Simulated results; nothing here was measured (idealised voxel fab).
The process module presented herein is designated voxel transistor to metal.
FYI the section here is cut, 185 nm wide, cells are 5 nm squares.
For the purposes of this document, a cross-section shall be understood as a grid of square cells, specified as bands listed in top-to-bottom order, each band consisting of one or more rows of cells.
For a band, the entry starts with two heights in nm, that of the top and then that of the bottom, and carries on with the band's materials in order from left to right, each alongside its width in nm; the word "everywhere" beside a single material means it fills the band edge to edge, and "air" means empty space.
Height datum 0, below which the as-received substrate wafer is one material. Lowest band open at the bottom, running downward: "0 and below".
A two-number width, for instance "30 to 40", indicates that the width is equal to the first number in the top row of the band and to the second number in the bottom row, and that it changes by a constant amount per row of cells.
The designation "same as before", where it is given for a processing step, indicates that no cell of the cross-section was altered in the course of that step.
The label "Enclosed void list" introduces a list of the empty spaces, 8 cells or larger, that have no open way up to the top; each entry in it reads width x height at distance, where the distance is taken from the left edge and all three are stated in nm.
It should be noted that, on the line of a given step, the content following the step's settings is a remark produced by the simulator itself with respect to that step.
overlay nm: on a step with a mask, how far right of its planned place the mask lay; negative means left.
Structure of the following material. The material consists of pairs of cross-sections. Each pair comprises the cross-section before one process step and the cross-section after that step, the latter shown only down to the lowest band that changed. The step between the cross-sections is specified beneath each pair, including its settings. Pairs are not necessarily consecutive: they may derive from different runs of this module performed on the same starting wafer. Continuity with the pair above is to be assumed only where the entry headed "Prior to step" of the pair in question states it.
**Prior to step**
  0 and below  Si everywhere
  Enclosed void list: none
**Post-Step Geometry**
  0 down to -5  SiO2 everywhere
  Anything lower than -5 is untouched.
  Enclosed void list: none
Step between the pre-process and post-process cross-sections given above: OXIDIZE,depth nm 5
Prior to step: This step starts from the configuration shown after the step in the pair immediately above.
**Post-Step Geometry**
  10 down to 0  SiN everywhere
  Anything lower than 0 is untouched.
  Enclosed void list: none
Step between the pre-process and post-process cross-sections given above: CONFORMAL_DEP,material SiN,thk nm 10
Prior to step: This step starts from the configuration shown after the step in the pair immediately above.
**Post-Step Geometry**
  20 down to 10  aC everywhere
  Anything lower than 10 is untouched.
  Enclosed void list: none
Step between the pre-process and post-process cross-sections given above: DIRECTIONAL_DEP,material aC,thk nm 10
Prior to step: This step starts from the configuration shown after the step in the pair immediately above.
**Post-Step Geometry**
  50 down to 20  45 of air, then 95 of resist, then 45 of air
  Anything lower than 20 is untouched.
  Enclosed void list: none
Step between the pre-process and post-process cross-sections given above: PATTERN,tone cover,mask id ACTIVE,material resist,width nm 95,thk nm 30,overlay nm 0
Prior to step: This step starts from the configuration shown after the step in the pair immediately above.
**Post-Step Geometry**
  40 down to 20  45 of air, then 95 of resist, then 45 of air
  20 down to 10  45 of air, then 95 of aC, then 45 of air
  Anything lower than 10 is untouched.
  Enclosed void list: none
Step between the pre-process and post-process cross-sections given above: DIRECTIONAL_ETCH,etch materials aC,depth nm 10
Prior to step: This step starts from the configuration shown after the step in the pair immediately above.
**Post-Step Geometry**
  20 down to 10  45 of air, then 95 of aC, then 45 of air
  Anything lower than 10 is untouched.
  Enclosed void list: none
Step between the pre-process and post-process cross-sections given above: STRIP,etch materials resist
Prior to step: This step starts from the configuration shown after the step in the pair immediately above.
**Post-Step Geometry**
  20 down to 10  45 of air, then 95 of aC, then 45 of air
  10 down to 0  45 of air, then 95 of SiN, then 45 of air
  Anything lower than 0 is untouched.
  Enclosed void list: none
Step between the pre-process and post-process cross-sections given above: DIRECTIONAL_ETCH,etch materials SiN,depth nm 10
Prior to step: This step starts from the configuration shown after the step in the pair immediately above.
**Post-Step Geometry**
  20 down to 10  45 of air, then 95 of aC, then 45 of air
  10 down to 0  45 of air, then 95 of SiN, then 45 of air
  0 down to -5  45 of air, then 95 of SiO2, then 45 of air
  Anything lower than -5 is untouched.
  Enclosed void list: none
Step between the pre-process and post-process cross-sections given above: DIRECTIONAL_ETCH,etch materials SiO2,depth nm 5
Prior to step: This step starts from the configuration shown after the step in the pair immediately above.
**Post-Step Geometry**
  20 down to 10  45 of air, then 95 of aC, then 45 of air
  10 down to 0  45 of air, then 95 of SiN, then 45 of air
  0 down to -5  45 of air, then 95 of SiO2, then 45 of air
  -5 down to -30  45 of air, then 95 of Si, then 45 of air
  Anything lower than -30 is untouched.
  Enclosed void list: none
Step between the pre-process and post-process cross-sections given above: DIRECTIONAL_ETCH,etch materials Si,depth nm 25
Prior to step: This step starts from the configuration shown after the step in the pair immediately above.
**Post-Step Geometry**
  10 down to 0  45 of air, then 95 of SiN, then 45 of air
  Anything lower than 0 is untouched.
  Enclosed void list: none
Step between the pre-process and post-process cross-sections given above: STRIP,etch materials aC
Prior to step: This step starts from the configuration shown after the step in the pair immediately above.
**Post-Step Geometry**
  20 down to 10  SiO2 everywhere
  10 down to 0  45 of SiO2, then 95 of SiN, then 45 of SiO2
  0 down to -5  SiO2 everywhere
  -5 down to -30  45 of SiO2, then 95 of Si, then 45 of SiO2
  Anything lower than -30 is untouched.
  Enclosed void list: none
Step between the pre-process and post-process cross-sections given above: FILL_DEP,material SiO2,thk nm 10
Prior to step: This step starts from the configuration shown after the step in the pair immediately above.
**Post-Step Geometry**
  10 down to 0  45 of SiO2, then 95 of SiN, then 45 of SiO2
  Anything lower than 0 is untouched.
  Enclosed void list: none
Step between the pre-process and post-process cross-sections given above: CMP,height nm 10
Prior to step: This step starts from the configuration shown after the step in the pair immediately above.
**Post-Step Geometry**
  10 down to 5  45 of air, then 95 of SiN, then 45 of air
  Anything lower than 5 is untouched.
  Enclosed void list: none
Step between the pre-process and post-process cross-sections given above: SELECTIVE_ETCH,etch materials SiO2,depth nm 5
Prior to step: This step starts from the configuration shown after the step in the pair immediately above.
**Post-Step Geometry**
  5 down to 0  45 of SiO2, then 95 of air, then 45 of SiO2
  Anything lower than 0 is untouched.
  Enclosed void list: none
Step between the pre-process and post-process cross-sections given above: STRIP,etch materials SiN
Prior to step: This step starts from the configuration shown after the step in the pair immediately above.
**Post-Step Geometry**
  0 down to -5  40 of SiO2, then 105 of air, then 40 of SiO2
  Anything lower than -5 is untouched.
  Enclosed void list: none
Step between the pre-process and post-process cross-sections given above: SELECTIVE_ETCH,etch materials SiO2,depth nm 5
Prior to step: This step starts from the configuration shown after the step in the pair immediately above.
**Post-Step Geometry**
  0 down to -5  40 of SiO2, then 105 of air, then 40 of SiO2
  -5 down to -10  SiO2 everywhere
  Anything lower than -10 is untouched.
  Enclosed void list: none
Step between the pre-process and post-process cross-sections given above: OXIDIZE,depth nm 5
Prior to step: This step starts from the configuration shown after the step in the pair immediately above.
**Post-Step Geometry**
  20 down to 15  40 of polySi, then 105 of air, then 40 of polySi
  15 down to 0  polySi everywhere
  0 down to -5  40 of SiO2, then 105 of polySi, then 40 of SiO2
  Anything lower than -5 is untouched.
  Enclosed void list: none
Step between the pre-process and post-process cross-sections given above: DIRECTIONAL_DEP,material polySi,thk nm 20
Prior to step: This step starts from the configuration shown after the step in the pair immediately above.
**Post-Step Geometry**
  35 down to 30  40 of SiCN, then 105 of air, then 40 of SiCN
  30 down to 20  SiCN everywhere
  20 down to 15  40 of polySi, then 105 of SiCN, then 40 of polySi
  Anything lower than 15 is untouched.
  Enclosed void list: none
Step between the pre-process and post-process cross-sections given above: DIRECTIONAL_DEP,material SiCN,thk nm 15
Prior to step: This step starts from the configuration shown after the step in the pair immediately above.
**Post-Step Geometry**
  45 down to 40  40 of aC, then 105 of air, then 40 of aC
  40 down to 35  aC everywhere
  35 down to 30  40 of SiCN, then 105 of aC, then 40 of SiCN
  Anything lower than 30 is untouched.
  Enclosed void list: none
Step between the pre-process and post-process cross-sections given above: DIRECTIONAL_DEP,material aC,thk nm 10
Prior to step: This step starts from the configuration shown after the step in the pair immediately above.
**Post-Step Geometry**
  75 down to 45  80 of air, then 25 of resist, then 80 of air
  45 down to 40  40 of aC, then 40 of air, then 25 of resist, then 40 of air, then 40 of aC
  Anything lower than 40 is untouched.
  Enclosed void list: none
Step between the pre-process and post-process cross-sections given above: PATTERN,tone cover,mask id GATE,material resist,width nm 25,thk nm 30,overlay nm 0
Prior to step: This step starts from the configuration shown after the step in the pair immediately above.
**Post-Step Geometry**
  65 down to 40  80 of air, then 25 of resist, then 80 of air
  40 down to 35  80 of air, then 25 of aC, then 80 of air
  35 down to 30  40 of SiCN, then 40 of air, then 25 of aC, then 40 of air, then 40 of SiCN
  Anything lower than 30 is untouched.
  Enclosed void list: none
Step between the pre-process and post-process cross-sections given above: DIRECTIONAL_ETCH,etch materials aC,depth nm 10
Prior to step: This step starts from the configuration shown after the step in the pair immediately above.
**Post-Step Geometry**
  40 down to 35  80 of air, then 25 of aC, then 80 of air
  Anything lower than 35 is untouched.
  Enclosed void list: none
Step between the pre-process and post-process cross-sections given above: STRIP,etch materials resist
Prior to step: This step starts from the configuration shown after the step in the pair immediately above.
**Post-Step Geometry**
  40 down to 30  80 of air, then 25 of aC, then 80 of air
  30 down to 20  80 of air, then 25 of SiCN, then 80 of air
  20 down to 15  40 of polySi, then 40 of air, then 25 of SiCN, then 40 of air, then 40 of polySi
  Anything lower than 15 is untouched.
  Enclosed void list: none
Step between the pre-process and post-process cross-sections given above: DIRECTIONAL_ETCH,etch materials SiCN,depth nm 25
Prior to step: This step starts from the configuration shown after the step in the pair immediately above.
**Post-Step Geometry**
  40 down to 30  80 of air, then 25 of aC, then 80 of air
  30 down to 15  80 of air, then 25 of SiCN, then 80 of air
  15 down to 0  80 of air, then 25 of polySi, then 80 of air
  0 down to -5  40 of SiO2, then 40 of air, then 25 of polySi, then 40 of air, then 40 of SiO2
  Anything lower than -5 is untouched.
  Enclosed void list: none
Step between the pre-process and post-process cross-sections given above: DIRECTIONAL_ETCH,etch materials polySi,depth nm 30
Prior to step: This step starts from the configuration shown after the step in the pair immediately above.
**Post-Step Geometry**
  30 down to 15  80 of air, then 25 of SiCN, then 80 of air
  Anything lower than 15 is untouched.
  Enclosed void list: none
Step between the pre-process and post-process cross-sections given above: STRIP,etch materials aC
Prior to step: This step starts from the configuration shown after the step in the pair immediately above.
**Post-Step Geometry**
  40 down to 30  70 of air, then 45 of SiN, then 70 of air
  30 down to 15  70 of air, then 10 of SiN, then 25 of SiCN, then 10 of SiN, then 70 of air
  15 down to 10  70 of air, then 10 of SiN, then 25 of polySi, then 10 of SiN, then 70 of air
  10 down to 5  50 of SiN, then 20 of air, then 10 of SiN, then 25 of polySi, then 10 of SiN, then 20 of air, then 50 of SiN
  5 down to 0  80 of SiN, then 25 of polySi, then 80 of SiN
  0 down to -5  40 of SiO2, then 40 of SiN, then 25 of polySi, then 40 of SiN, then 40 of SiO2
  Anything lower than -5 is untouched.
  Enclosed void list: none
Step between the pre-process and post-process cross-sections given above: CONFORMAL_DEP,material SiN,thk nm 10
Prior to step: This step starts from the configuration shown after the step in the pair immediately above.
**Post-Step Geometry**
  30 down to 15  70 of air, then 10 of SiN, then 25 of SiCN, then 10 of SiN, then 70 of air
  15 down to 0  70 of air, then 10 of SiN, then 25 of polySi, then 10 of SiN, then 70 of air
  0 down to -5  40 of SiO2, then 10 of SiN, then 20 of air, then 10 of SiN, then 25 of polySi, then 10 of SiN, then 20 of air, then 10 of SiN, then 40 of SiO2
  Anything lower than -5 is untouched.
  Enclosed void list: none
Step between the pre-process and post-process cross-sections given above: DIRECTIONAL_ETCH,etch materials SiN,depth nm 10
Prior to step: This step starts from the configuration shown after the step in the pair immediately above.
**Post-Step Geometry**
  30 down to 15  70 of air, then 10 of SiN, then 25 of SiCN, then 10 of SiN, then 70 of air
  15 down to 0  70 of air, then 10 of SiN, then 25 of polySi, then 10 of SiN, then 70 of air
  0 down to -5  40 of air, then 10 of SiN, then 20 of air, then 10 of SiN, then 25 of polySi, then 10 of SiN, then 20 of air, then 10 of SiN, then 40 of air
  -5 down to -10  50 of SiO2, then 20 of air, then 45 of SiO2, then 20 of air, then 50 of SiO2
  Anything lower than -10 is untouched.
  Enclosed void list: none
Step between the pre-process and post-process cross-sections given above: DIRECTIONAL_ETCH,etch materials SiO2,depth nm 5
Prior to step: This step starts from the configuration shown after the step in the pair immediately above.
**Post-Step Geometry**
  30 down to 15  70 of air, then 10 of SiN, then 25 of SiCN, then 10 of SiN, then 70 of air
  15 down to 0  70 of air, then 10 of SiN, then 25 of polySi, then 10 of SiN, then 70 of air
  0 down to -5  40 of air, then 10 of SiN, then 20 of air, then 10 of SiN, then 25 of polySi, then 10 of SiN, then 20 of air, then 10 of SiN, then 40 of air
  -5 down to -10  50 of SiO2, then 20 of nSi, then 45 of SiO2, then 20 of nSi, then 50 of SiO2
  Anything lower than -10 is untouched.
  Enclosed void list: none
Step between the pre-process and post-process cross-sections given above: EPI,material nSi,thk nm 5
Prior to step: This step starts from the configuration shown after the step in the pair immediately above.
**Post-Step Geometry**
  35 down to 30  SiO2 everywhere
  30 down to 15  70 of SiO2, then 10 of SiN, then 25 of SiCN, then 10 of SiN, then 70 of SiO2
  15 down to 0  70 of SiO2, then 10 of SiN, then 25 of polySi, then 10 of SiN, then 70 of SiO2
  0 down to -5  40 of SiO2, then 10 of SiN, then 20 of SiO2, then 10 of SiN, then 25 of polySi, then 10 of SiN, then 20 of SiO2, then 10 of SiN, then 40 of SiO2
  Anything lower than -5 is untouched.
  Enclosed void list: none
Step between the pre-process and post-process cross-sections given above: FILL_DEP,material SiO2,thk nm 5
Prior to step: This step starts from the configuration shown after the step in the pair immediately above.
**Post-Step Geometry**
  15 down to 0  70 of SiO2, then 10 of SiN, then 25 of polySi, then 10 of SiN, then 70 of SiO2
  Anything lower than 0 is untouched.
  Enclosed void list: none
Step between the pre-process and post-process cross-sections given above: CMP,height nm 15
Prior to step: This step starts from the configuration shown after the step in the pair immediately above.
**Post-Step Geometry**
  15 down to 0  70 of SiO2, then 10 of SiN, then 25 of air, then 10 of SiN, then 70 of SiO2
  0 down to -5  40 of SiO2, then 10 of SiN, then 20 of SiO2, then 10 of SiN, then 25 of air, then 10 of SiN, then 20 of SiO2, then 10 of SiN, then 40 of SiO2
  Anything lower than -5 is untouched.
  Enclosed void list: none
Step between the pre-process and post-process cross-sections given above: STRIP,etch materials polySi
Prior to step: This step starts from the configuration shown after the step in the pair immediately above.
**Post-Step Geometry**
  15 down to 10  70 of air, then 10 of SiN, then 25 of air, then 10 of SiN, then 70 of air
  10 down to 0  70 of SiO2, then 10 of SiN, then 25 of air, then 10 of SiN, then 70 of SiO2
  0 down to -5  40 of SiO2, then 10 of SiN, then 20 of SiO2, then 10 of SiN, then 25 of air, then 10 of SiN, then 20 of SiO2, then 10 of SiN, then 40 of SiO2
  -5 down to -10  50 of SiO2, then 20 of nSi, then 5 of SiO2, then 35 of air, then 5 of SiO2, then 20 of nSi, then 50 of SiO2
  Anything lower than -10 is untouched.
  Enclosed void list: none
Step between the pre-process and post-process cross-sections given above: SELECTIVE_ETCH,etch materials SiO2,depth nm 5
Prior to step: This step starts from the configuration shown after the step in the pair immediately above.
**Post-Step Geometry**
  20 down to 15  65 of air, then 20 of HfO2, then 15 of air, then 20 of HfO2, then 65 of air
  15 down to 10  70 of HfO2, then 10 of SiN, then 5 of HfO2, then 15 of air, then 5 of HfO2, then 10 of SiN, then 70 of HfO2
  10 down to 0  70 of SiO2, then 10 of SiN, then 5 of HfO2, then 15 of air, then 5 of HfO2, then 10 of SiN, then 70 of SiO2
  0 down to -5  40 of SiO2, then 10 of SiN, then 20 of SiO2, then 10 of SiN, then 5 of HfO2, then 15 of air, then 5 of HfO2, then 10 of SiN, then 20 of SiO2, then 10 of SiN, then 40 of SiO2
  -5 down to -10  50 of SiO2, then 20 of nSi, then 5 of SiO2, then 35 of HfO2, then 5 of SiO2, then 20 of nSi, then 50 of SiO2
  Anything lower than -10 is untouched.
  Enclosed void list: none
Step between the pre-process and post-process cross-sections given above: CONFORMAL_DEP,material HfO2,thk nm 5
Prior to step: This step starts from the configuration shown after the step in the pair immediately above.
**Post-Step Geometry**
  25 down to 20  60 of air, then 30 of TiN, then 5 of air, then 30 of TiN, then 60 of air
  20 down to 15  65 of TiN, then 20 of HfO2, then 5 of TiN, then 5 of air, then 5 of TiN, then 20 of HfO2, then 65 of TiN
  15 down to 10  70 of HfO2, then 10 of SiN, then 5 of HfO2, then 5 of TiN, then 5 of air, then 5 of TiN, then 5 of HfO2, then 10 of SiN, then 70 of HfO2
  10 down to 0  70 of SiO2, then 10 of SiN, then 5 of HfO2, then 5 of TiN, then 5 of air, then 5 of TiN, then 5 of HfO2, then 10 of SiN, then 70 of SiO2
  0 down to -5  40 of SiO2, then 10 of SiN, then 20 of SiO2, then 10 of SiN, then 5 of HfO2, then 15 of TiN, then 5 of HfO2, then 10 of SiN, then 20 of SiO2, then 10 of SiN, then 40 of SiO2
  Anything lower than -5 is untouched.
  Enclosed void list: none
Step between the pre-process and post-process cross-sections given above: CONFORMAL_DEP,material TiN,thk nm 5
Prior to step: This step starts from the configuration shown after the step in the pair immediately above.
**Post-Step Geometry**
  35 down to 25  W everywhere
  25 down to 20  60 of W, then 30 of TiN, then 5 of W, then 30 of TiN, then 60 of W
  20 down to 15  65 of TiN, then 20 of HfO2, then 5 of TiN, then 5 of W, then 5 of TiN, then 20 of HfO2, then 65 of TiN
  15 down to 10  70 of HfO2, then 10 of SiN, then 5 of HfO2, then 5 of TiN, then 5 of W, then 5 of TiN, then 5 of HfO2, then 10 of SiN, then 70 of HfO2
  10 down to 0  70 of SiO2, then 10 of SiN, then 5 of HfO2, then 5 of TiN, then 5 of W, then 5 of TiN, then 5 of HfO2, then 10 of SiN, then 70 of SiO2
  Anything lower than 0 is untouched.
  Enclosed void list: none
Step between the pre-process and post-process cross-sections given above: FILL_DEP,material W,thk nm 10
Prior to step: This step starts from the configuration shown after the step in the pair immediately above.
**Post-Step Geometry**
  10 down to 0  70 of SiO2, then 10 of SiN, then 5 of HfO2, then 5 of TiN, then 5 of W, then 5 of TiN, then 5 of HfO2, then 10 of SiN, then 70 of SiO2
  Anything lower than 0 is untouched.
  Enclosed void list: none
Step between the pre-process and post-process cross-sections given above: CMP,height nm 10
Prior to step: This step starts from the configuration shown after the step in the pair immediately above.
**Post-Step Geometry**
  25 down to 10  SiO2 everywhere
  Anything lower than 10 is untouched.
  Enclosed void list: none
Step between the pre-process and post-process cross-sections given above: DIRECTIONAL_DEP,material SiO2,thk nm 15
Prior to step: This step starts from the configuration shown after the step in the pair immediately above.
**Post-Step Geometry**
  35 down to 25  aC everywhere
  Anything lower than 25 is untouched.
  Enclosed void list: none
Step between the pre-process and post-process cross-sections given above: DIRECTIONAL_DEP,material aC,thk nm 10
Prior to step: This step starts from the configuration shown after the step in the pair immediately above.
**Post-Step Geometry**
  65 down to 35  50 of resist, then 15 of air, then 55 of resist, then 15 of air, then 50 of resist
  Anything lower than 35 is untouched.
  Enclosed void list: none
Step between the pre-process and post-process cross-sections given above: PATTERN,tone open,mask id CONTACT,material resist,width nm 15,pitch nm 70,thk nm 30,overlay nm 0
Prior to step: This step starts from the configuration shown after the step in the pair immediately above.
**Post-Step Geometry**
  55 down to 35  50 of resist, then 15 of air, then 55 of resist, then 15 of air, then 50 of resist
  35 down to 25  50 of aC, then 15 of air, then 55 of aC, then 15 of air, then 50 of aC
  Anything lower than 25 is untouched.
  Enclosed void list: none
Step between the pre-process and post-process cross-sections given above: DIRECTIONAL_ETCH,etch materials aC,depth nm 10
Prior to step: This step starts from the configuration shown after the step in the pair immediately above.
**Post-Step Geometry**
  35 down to 25  50 of aC, then 15 of air, then 55 of aC, then 15 of air, then 50 of aC
  Anything lower than 25 is untouched.
  Enclosed void list: none
Step between the pre-process and post-process cross-sections given above: STRIP,etch materials resist
Prior to step: This step starts from the configuration shown after the step in the pair immediately above.
**Post-Step Geometry**
  35 down to 25  50 of aC, then 15 of air, then 55 of aC, then 15 of air, then 50 of aC
  25 down to 10  50 of SiO2, then 15 of air, then 55 of SiO2, then 15 of air, then 50 of SiO2
  10 down to 0  50 of SiO2, then 15 of air, then 5 of SiO2, then 10 of SiN, then 5 of HfO2, then 5 of TiN, then 5 of W, then 5 of TiN, then 5 of HfO2, then 10 of SiN, then 5 of SiO2, then 15 of air, then 50 of SiO2
  0 down to -5  40 of SiO2, then 10 of SiN, then 15 of air, then 5 of SiO2, then 10 of SiN, then 5 of HfO2, then 15 of TiN, then 5 of HfO2, then 10 of SiN, then 5 of SiO2, then 15 of air, then 10 of SiN, then 40 of SiO2
  Anything lower than -5 is untouched.
  Enclosed void list: none
Step between the pre-process and post-process cross-sections given above: DIRECTIONAL_ETCH,etch materials SiO2,depth nm 30
Prior to step: This step starts from the configuration shown after the step in the pair immediately above.
**Post-Step Geometry**
  25 down to 10  50 of SiO2, then 15 of air, then 55 of SiO2, then 15 of air, then 50 of SiO2
  Anything lower than 10 is untouched.
  Enclosed void list: none
Step between the pre-process and post-process cross-sections given above: STRIP,etch materials aC
Prior to step: This step starts from the configuration shown after the step in the pair immediately above.
**Post-Step Geometry**
  30 down to 25  55 of TiN, then 5 of air, then 65 of TiN, then 5 of air, then 55 of TiN
  25 down to 10  50 of SiO2, then 5 of TiN, then 5 of air, then 5 of TiN, then 55 of SiO2, then 5 of TiN, then 5 of air, then 5 of TiN, then 50 of SiO2
  10 down to 0  50 of SiO2, then 5 of TiN, then 5 of air, then 5 of TiN, then 5 of SiO2, then 10 of SiN, then 5 of HfO2, then 5 of TiN, then 5 of W, then 5 of TiN, then 5 of HfO2, then 10 of SiN, then 5 of SiO2, then 5 of TiN, then 5 of air, then 5 of TiN, then 50 of SiO2
  0 down to -5  40 of SiO2, then 10 of SiN, then 15 of TiN, then 5 of SiO2, then 10 of SiN, then 5 of HfO2, then 15 of TiN, then 5 of HfO2, then 10 of SiN, then 5 of SiO2, then 15 of TiN, then 10 of SiN, then 40 of SiO2
  Anything lower than -5 is untouched.
  Enclosed void list: none
Step between the pre-process and post-process cross-sections given above: CONFORMAL_DEP,material TiN,thk nm 5
Prior to step: This step starts from the configuration shown after the step in the pair immediately above.
**Post-Step Geometry**
  35 down to 30  W everywhere
  30 down to 25  55 of TiN, then 5 of W, then 65 of TiN, then 5 of W, then 55 of TiN
  25 down to 10  50 of SiO2, then 5 of TiN, then 5 of W, then 5 of TiN, then 55 of SiO2, then 5 of TiN, then 5 of W, then 5 of TiN, then 50 of SiO2
  10 down to 0  50 of SiO2, then 5 of TiN, then 5 of W, then 5 of TiN, then 5 of SiO2, then 10 of SiN, then 5 of HfO2, then 5 of TiN, then 5 of W, then 5 of TiN, then 5 of HfO2, then 10 of SiN, then 5 of SiO2, then 5 of TiN, then 5 of W, then 5 of TiN, then 50 of SiO2
  Anything lower than 0 is untouched.
  Enclosed void list: none
Step between the pre-process and post-process cross-sections given above: FILL_DEP,material W,thk nm 5
Prior to step: This step starts from the configuration shown after the step in the pair immediately above.
**Post-Step Geometry**
  25 down to 10  50 of SiO2, then 5 of TiN, then 5 of W, then 5 of TiN, then 55 of SiO2, then 5 of TiN, then 5 of W, then 5 of TiN, then 50 of SiO2
  Anything lower than 10 is untouched.
  Enclosed void list: none
Step between the pre-process and post-process cross-sections given above: CMP,height nm 25
Prior to step: This step starts from the configuration shown after the step in the pair immediately above.
**Post-Step Geometry**
  30 down to 25  TiN everywhere
  Anything lower than 25 is untouched.
  Enclosed void list: none
Step between the pre-process and post-process cross-sections given above: DIRECTIONAL_DEP,material TiN,thk nm 5
Prior to step: This step starts from the configuration shown after the step in the pair immediately above.
**Post-Step Geometry**
  45 down to 30  W everywhere
  Anything lower than 30 is untouched.
  Enclosed void list: none
Step between the pre-process and post-process cross-sections given above: DIRECTIONAL_DEP,material W,thk nm 15
Prior to step: This step starts from the configuration shown after the step in the pair immediately above.
**Post-Step Geometry**
  60 down to 45  aC everywhere
  Anything lower than 45 is untouched.
  Enclosed void list: none
Step between the pre-process and post-process cross-sections given above: DIRECTIONAL_DEP,material aC,thk nm 15
Prior to step: This step starts from the configuration shown after the step in the pair immediately above.
**Post-Step Geometry**
  95 down to 60  50 of air, then 15 of resist, then 55 of air, then 15 of resist, then 50 of air
  Anything lower than 60 is untouched.
  Enclosed void list: none
Step between the pre-process and post-process cross-sections given above: PATTERN,tone cover,mask id METAL_1,material resist,width nm 15,pitch nm 70,thk nm 35,overlay nm 0
Prior to step: This step starts from the configuration shown after the step in the pair immediately above.
**Post-Step Geometry**
  80 down to 60  50 of air, then 15 of resist, then 55 of air, then 15 of resist, then 50 of air
  60 down to 45  50 of air, then 15 of aC, then 55 of air, then 15 of aC, then 50 of air
  Anything lower than 45 is untouched.
  Enclosed void list: none
Step between the pre-process and post-process cross-sections given above: DIRECTIONAL_ETCH,etch materials aC,depth nm 15
Prior to step: This step starts from the configuration shown after the step in the pair immediately above.
**Post-Step Geometry**
  60 down to 45  50 of air, then 15 of aC, then 55 of air, then 15 of aC, then 50 of air
  Anything lower than 45 is untouched.
  Enclosed void list: none
Step between the pre-process and post-process cross-sections given above: STRIP,etch materials resist
Prior to step: This step starts from the configuration shown after the step in the pair immediately above.
**Post-Step Geometry**
  60 down to 45  50 of air, then 15 of aC, then 55 of air, then 15 of aC, then 50 of air
  45 down to 30  50 of air, then 15 of W, then 55 of air, then 15 of W, then 50 of air
  Anything lower than 30 is untouched.
  Enclosed void list: none
Step between the pre-process and post-process cross-sections given above: DIRECTIONAL_ETCH,etch materials W,depth nm 15
Prior to step: This step starts from the configuration shown after the step in the pair immediately above.
**Post-Step Geometry**
  60 down to 45  50 of air, then 15 of aC, then 55 of air, then 15 of aC, then 50 of air
  45 down to 30  50 of air, then 15 of W, then 55 of air, then 15 of W, then 50 of air
  30 down to 25  50 of air, then 15 of TiN, then 55 of air, then 15 of TiN, then 50 of air
  Anything lower than 25 is untouched.
  Enclosed void list: none
Step between the pre-process and post-process cross-sections given above: DIRECTIONAL_ETCH,etch materials TiN,depth nm 5
Prior to step: This step starts from the configuration shown after the step in the pair immediately above.
**Post-Step Geometry**
  45 down to 30  50 of air, then 15 of W, then 55 of air, then 15 of W, then 50 of air
  Anything lower than 30 is untouched.
  Enclosed void list: none
Step between the pre-process and post-process cross-sections given above: STRIP,etch materials aC
Prior to step: This step starts from the configuration shown after the step in the pair immediately above.
**Post-Step Geometry**
  55 down to 45  lowk everywhere
  45 down to 30  50 of lowk, then 15 of W, then 55 of lowk, then 15 of W, then 50 of lowk
  30 down to 25  50 of lowk, then 15 of TiN, then 55 of lowk, then 15 of TiN, then 50 of lowk
  Anything lower than 25 is untouched.
  Enclosed void list: none
Step between the pre-process and post-process cross-sections given above: FILL_DEP,material lowk,thk nm 10
Prior to step: This step starts from the configuration shown after the step in the pair immediately above.
**Post-Step Geometry**
  45 down to 30  50 of lowk, then 15 of W, then 55 of lowk, then 15 of W, then 50 of lowk
  Anything lower than 30 is untouched.
  Enclosed void list: none
Step between the pre-process and post-process cross-sections given above: CMP,height nm 45
Prior to step: This step starts from the configuration shown after the step in the pair immediately above.
**Post-Step Geometry**
  50 down to 45  SiCN everywhere
  Anything lower than 45 is untouched.
  Enclosed void list: none
Step between the pre-process and post-process cross-sections given above: CONFORMAL_DEP,material SiCN,thk nm 5
Prior to step: This step starts from the configuration shown after the step in the pair immediately above.
**Post-Step Geometry**
  85 down to 50  SiO2 everywhere
  Anything lower than 50 is untouched.
  Enclosed void list: none
Step between the pre-process and post-process cross-sections given above: DIRECTIONAL_DEP,material SiO2,thk nm 35
Prior to step: This step starts from the configuration shown after the step in the pair immediately above.
**Post-Step Geometry**
  105 down to 85  50 of resist, then 15 of air, then 55 of resist, then 15 of air, then 50 of resist
  Anything lower than 85 is untouched.
  Enclosed void list: none
Step between the pre-process and post-process cross-sections given above: PATTERN,tone open,mask id METAL_2,material resist,width nm 15,pitch nm 70,thk nm 20,overlay nm 0
Prior to step: This step starts from the configuration shown after the step in the pair immediately above.
**Post-Step Geometry**
  105 down to 85  50 of resist, then 15 of air, then 55 of resist, then 15 of air, then 50 of resist
  85 down to 65  50 of SiO2, then 15 of air, then 55 of SiO2, then 15 of air, then 50 of SiO2
  Anything lower than 65 is untouched.
  Enclosed void list: none
Step between the pre-process and post-process cross-sections given above: DIRECTIONAL_ETCH,etch materials SiO2,depth nm 20
Prior to step: This step starts from the configuration shown after the step in the pair immediately above.
**Post-Step Geometry**
  85 down to 65  50 of SiO2, then 15 of air, then 55 of SiO2, then 15 of air, then 50 of SiO2
  Anything lower than 65 is untouched.
  Enclosed void list: none
Step between the pre-process and post-process cross-sections given above: STRIP,etch materials resist
Prior to step: This step starts from the configuration shown after the step in the pair immediately above.
**Post-Step Geometry**
  85 down to 50  50 of SiO2, then 15 of air, then 55 of SiO2, then 15 of air, then 50 of SiO2
  Anything lower than 50 is untouched.
  Enclosed void list: none
Step between the pre-process and post-process cross-sections given above: MASKED_ETCH,tone open,mask id METAL_2_HOLES,width nm 15,pitch nm 70,etch materials SiO2,depth nm 15,overlay nm 0
Prior to step: This step starts from the configuration shown after the step in the pair immediately above.
**Post-Step Geometry**
  85 down to 50  50 of SiO2, then 15 of air, then 55 of SiO2, then 15 of air, then 50 of SiO2
  50 down to 45  50 of SiCN, then 15 of air, then 55 of SiCN, then 15 of air, then 50 of SiCN
  Anything lower than 45 is untouched.
  Enclosed void list: none
Step between the pre-process and post-process cross-sections given above: MASKED_ETCH,tone open,mask id METAL_2_HOLES,width nm 15,pitch nm 70,etch materials SiCN,depth nm 5,overlay nm 0
Prior to step: This step starts from the configuration shown after the step in the pair immediately above.
**Post-Step Geometry**
  90 down to 85  55 of TiN, then 5 of air, then 65 of TiN, then 5 of air, then 55 of TiN
  85 down to 50  50 of SiO2, then 5 of TiN, then 5 of air, then 5 of TiN, then 55 of SiO2, then 5 of TiN, then 5 of air, then 5 of TiN, then 50 of SiO2
  50 down to 45  50 of SiCN, then 15 of TiN, then 55 of SiCN, then 15 of TiN, then 50 of SiCN
  Anything lower than 45 is untouched.
  Enclosed void list: none
Step between the pre-process and post-process cross-sections given above: CONFORMAL_DEP,material TiN,thk nm 5
